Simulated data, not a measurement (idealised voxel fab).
Documented hereafter: the process module known as voxel transistor to metal.
Cross-sectional view cut (width: 295 nm; square cell size: 5 nm).
Cross-section, as written here: a square-cell grid given band by band from the top down, where a band holds one or more rows of cells.
What a band's entry tells you: where the top is and where the bottom is, as heights in nm, and after that what lies inside, material by material from left to right, each with its width in nm. Empty space is written as the word "empty", and a single material marked with the word "everywhere" occupies the band from edge to edge.
All heights in this document are referenced to 0, defined as the level beneath which the wafer, as received, consists entirely of one material. The lowest band is not bounded below; it extends indefinitely downward and is written in the form "from 0 down".
The two numbers in a width such as "30 to 40" mark its ends across the band: the first belongs to the top row of cells, the second to the bottom row, and from each row to the next the width moves by the same amount.
The designation "nothing different", where it is given for a processing step, indicates that no cell of the cross-section was altered in the course of that step.
Closed-off voids of 8+ cells (no open route to the top) go in "Voids, fully enclosed", written width x height at distance from the left edge, in nm.
Where a step's line continues beyond its settings, the continuation is a remark by the simulator itself on that step.
The setting "overlay nm" may be written on the line of a step. When the step uses a mask, the value reports how far to the right of the planned place the mask lay, and a negative value reports that it lay to the left.

These are the steps we planned for the process:
step 1: RECEIVE: material Si
step 2: OXIDIZE: depth nm 5
step 3: CONFORMAL_DEP: material SiN, thk nm 15
step 4: DIRECTIONAL_DEP: material aC, thk nm 10
step 5: PATTERN: tone cover, mask id ACTIVE, material resist, width nm 95, pitch nm 125, thk nm 30, overlay nm 0
step 6: DIRECTIONAL_ETCH: etch materials aC, depth nm 10
step 7: STRIP: etch materials resist
step 8: DIRECTIONAL_ETCH: etch materials SiN, depth nm 15
step 9: DIRECTIONAL_ETCH: etch materials SiO2, depth nm 5
step 10: DIRECTIONAL_ETCH: etch materials Si, depth nm 35
step 11: STRIP: etch materials aC
step 12: OXIDIZE: depth nm 5
step 13: FILL_DEP: material SiO2, thk nm 15
step 14: CMP: height nm 15
step 15: SELECTIVE_ETCH: etch materials SiO2, depth nm 5
step 16: STRIP: etch materials SiN
step 17: SELECTIVE_ETCH: etch materials SiO2, depth nm 5
step 18: OXIDIZE: depth nm 5
step 19: DIRECTIONAL_DEP: material polySi, thk nm 30
step 20: DIRECTIONAL_DEP: material SiCN, thk nm 15
step 21: MASKED_ETCH: tone cover, mask id GATE, width nm 25, pitch nm 125, etch materials SiCN, depth nm 25, overlay nm 0
step 22: MASKED_ETCH: tone cover, mask id GATE, width nm 25, pitch nm 125, etch materials polySi, depth nm 40, overlay nm 0
step 23: CONFORMAL_DEP: material SiN, thk nm 5
step 24: DIRECTIONAL_ETCH: etch materials SiN, depth nm 5
step 25: DIRECTIONAL_ETCH: etch materials SiO2, depth nm 5
step 26: EPI: material nSi, thk nm 5
step 27: FILL_DEP: material SiO2, thk nm 5
step 28: CMP: height nm 40
step 29: DIRECTIONAL_DEP: material SiO2, thk nm 10
step 30: DIRECTIONAL_DEP: material aC, thk nm 10
step 31: PATTERN: tone open, mask id CONTACT, material resist, width nm 25, thk nm 30, overlay nm 0
step 32: DIRECTIONAL_ETCH: etch materials aC, depth nm 10
step 33: STRIP: etch materials resist
step 34: DIRECTIONAL_ETCH: etch materials SiO2, depth nm 55
step 35: STRIP: etch materials aC
step 36: CONFORMAL_DEP: material TiN, thk nm 5
step 37: FILL_DEP: material Ru, thk nm 10
step 38: CMP: height nm 50
step 39: DIRECTIONAL_DEP: material TiN, thk nm 5
step 40: DIRECTIONAL_DEP: material W, thk nm 15
step 41: DIRECTIONAL_DEP: material aC, thk nm 15
step 42: PATTERN: tone cover, mask id METAL_1, material resist, width nm 15, thk nm 35, overlay nm 0
step 43: DIRECTIONAL_ETCH: etch materials aC, depth nm 15
step 44: STRIP: etch materials resist
step 45: DIRECTIONAL_ETCH: etch materials W, depth nm 15
step 46: DIRECTIONAL_ETCH: etch materials TiN, depth nm 5
step 47: STRIP: etch materials aC
step 48: FILL_DEP: material SiO2, thk nm 5
step 49: CMP: height nm 70
step 50: CONFORMAL_DEP: material SiN, thk nm 5

As-received state of the wafer in cross-section, equivalent to post-step 1:
* from 0 down  Si everywhere
* Voids, fully enclosed: none

Below is the wafer in cross-section after the module was completed. It began from the starting point shown above and followed the plan shown above, except that one mistake was made while running it:
* from 75 to 70  SiN everywhere
* from 70 to 55  SiO2=40 | W=15 | SiO2=55 | W=15 | SiO2=40 | W=15 | SiO2=55 | W=15 | SiO2=45
* from 55 to 50  SiO2=40 | TiN=15 | SiO2=55 | TiN=15 | SiO2=40 | TiN=15 | SiO2=55 | TiN=15 | SiO2=45
* from 50 to 40  SiO2=40 | TiN=5 | Ru=15 | TiN=5 | SiO2=35 | TiN=5 | Ru=15 | TiN=5 | SiO2=40 | TiN=5 | Ru=15 | TiN=5 | SiO2=35 | TiN=5 | Ru=15 | TiN=5 | SiO2=45
* from 40 to 30  SiO2=40 | TiN=5 | Ru=15 | TiN=5 | SiN=5 | SiCN=25 | SiN=5 | TiN=5 | Ru=15 | TiN=5 | SiO2=40 | TiN=5 | Ru=15 | TiN=5 | SiN=5 | SiCN=25 | SiN=5 | TiN=5 | Ru=15 | TiN=5 | SiO2=45
* from 30 to 5  SiO2=40 | TiN=5 | Ru=15 | TiN=5 | SiN=5 | polySi=25 | SiN=5 | TiN=5 | Ru=15 | TiN=5 | SiO2=40 | TiN=5 | Ru=15 | TiN=5 | SiN=5 | polySi=25 | SiN=5 | TiN=5 | Ru=15 | TiN=5 | SiO2=45
* from 5 to 0  SiO2=35 | SiN=5 | TiN=25 | SiN=5 | polySi=25 | SiN=5 | TiN=25 | SiN=5 | SiO2=30 | SiN=5 | TiN=25 | SiN=5 | polySi=25 | SiN=5 | TiN=25 | SiN=5 | SiO2=40
* from 0 to -5  SiO2=40 | nSi=25 | SiO2=35 | nSi=25 | SiO2=40 | nSi=25 | SiO2=35 | nSi=25 | SiO2=45
* from -5 to -45  SiO2=40 | Si=85 | SiO2=40 | Si=85 | SiO2=45
* from -45 down  Si everywhere
* Voids, fully enclosed: none
Nonconformance to the process plan: contrary to the plan, steps 16 and 17 were processed in exchanged order
